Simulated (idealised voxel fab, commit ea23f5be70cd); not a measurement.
Title: Process Module voxel air gaps
Shown is cross-section cut, with a width of 165 nm and square cells of size 5 nm.
How to read a cross-section here: the picture is a grid of square cells, written as bands going from the top down, and any band can span one or more rows of cells.
The entry gives the band's vertical extent as a top height and a bottom height in nm, then its horizontal make-up as materials from left to right, each with a width in nm. "empty" stands for empty space; a single material marked "all across" fills the band edge to edge.
For the purposes of this specification, 0 denotes the height below which the wafer in its as-received condition is composed wholly of one material, and the lowermost band, lacking a lower limit, extends downward without end, as expressed in "0 -> down".
Read "30..40" as a graded width: first number on top, second number at the bottom, same change between each pair of neighbouring rows.
When a step is marked "remained the same", none of the cells in the cross-section changed during that step.
For the entry "Enclosed void entries", the listed items are empty spaces with no open way to the top whose size is 8 cells or more; each item follows the pattern width x height at distance, where distance is from the left edge and all three are in nm.
Read whatever lies past the settings on a step's line as the simulator's own remark about the step.
overlay nm: how far to the right of its planned place the mask lay on this masked step (negative: to the left).
Here's what the planned process steps look like:
step 1: RECEIVE with material Si
step 2: CONFORMAL_DEP with material SiO2, thk nm 15
step 3: CONFORMAL_DEP with material SiN, thk nm 5
step 4: DIRECTIONAL_DEP with material SiO2, thk nm 40
step 5: PATTERN with tone open, mask id LINES, material resist, width nm 15, pitch nm 40, thk nm 15, overlay nm 0
step 6: DIRECTIONAL_ETCH with etch materials SiO2, depth nm 40
step 7: STRIP with etch materials resist
step 8: CONFORMAL_DEP with material TiN, thk nm 5
step 9: FILL_DEP with material W, thk nm 10
step 10: CMP with height nm 60
step 11: EPI with material Ru, thk nm 10
step 12: SELECTIVE_ETCH with etch materials SiO2, depth nm 50
step 13: CONFORMAL_DEP with material SiCN, thk nm 5
Wafer at receipt (post step 1), cross-section:
  0 -> down  Si all across
  Enclosed void entries: none
Run as planned - first of the two wafers cross-sectioned at the end of the module:
  75 -> 70  20 empty | 125 SiCN | 20 empty
  70 -> 60  20 empty | 5 SiCN | 35 Ru | 5 SiCN | 35 Ru | 5 SiCN | 35 Ru | 5 SiCN | 20 empty
  60 -> 55  20 empty | 15 SiCN | 5 TiN | 5 W | 5 TiN | 25 SiCN | 5 TiN | 5 W | 5 TiN | 25 SiCN | 5 TiN | 5 W | 5 TiN | 15 SiCN | 20 empty
  55 -> 25  30 empty | 5 SiCN | 5 TiN | 5 W | 5 TiN | 5 SiCN | 15 empty | 5 SiCN | 5 TiN | 5 W | 5 TiN | 5 SiCN | 15 empty | 5 SiCN | 5 TiN | 5 W | 5 TiN | 5 SiCN | 30 empty
  25 -> 20  35 SiCN | 15 TiN | 25 SiCN | 15 TiN | 25 SiCN | 15 TiN | 35 SiCN
  20 -> 15  SiN all across
  15 -> 0  SiO2 all across
  0 -> down  Si all across
  Enclosed void entries: 15 x 30 at 55; 15 x 30 at 95
What the second wafer looks like in cross-section once the module is done. Its start and its plan matched the first wafer's exactly; what differed was one mistake in how it was run:
  75 -> 70  20 empty | 125 SiCN | 20 empty
  70 -> 60  20 empty | 5 SiCN | 35 Ru | 5 SiCN | 35 Ru | 5 SiCN | 35 Ru | 5 SiCN | 20 empty
  60 -> 55  20 empty | 15 SiCN | 5 TiN | 5 W | 5 TiN | 25 SiCN | 5 TiN | 5 W | 5 TiN | 25 SiCN | 5 TiN | 5 W | 5 TiN | 15 SiCN | 20 empty
  55 -> 35  30 empty | 5 SiCN | 5 TiN | 5 W | 5 TiN | 5 SiCN | 15 empty | 5 SiCN | 5 TiN | 5 W | 5 TiN | 5 SiCN | 15 empty | 5 SiCN | 5 TiN | 5 W | 5 TiN | 5 SiCN | 30 empty
  35 -> 30  35 SiCN | 15 TiN | 25 SiCN | 15 TiN | 25 SiCN | 15 TiN | 35 SiCN
  30 -> 15  SiN all across
  15 -> 0  SiO2 all across
  0 -> down  Si all across
  Enclosed void entries: 15 x 20 at 55; 15 x 20 at 95
It is concluded that the wafer was processed incorrectly with respect to the plan, in that heads up, step 3 didn't go per plan, it actually ran as CONFORMAL_DEP with material SiN, thk nm 15
Wrapping up, a cell-based count of both wafers puts the second over or under the first for these materials: -12 SiCN, +66 SiN, -12 TiN, -6 W
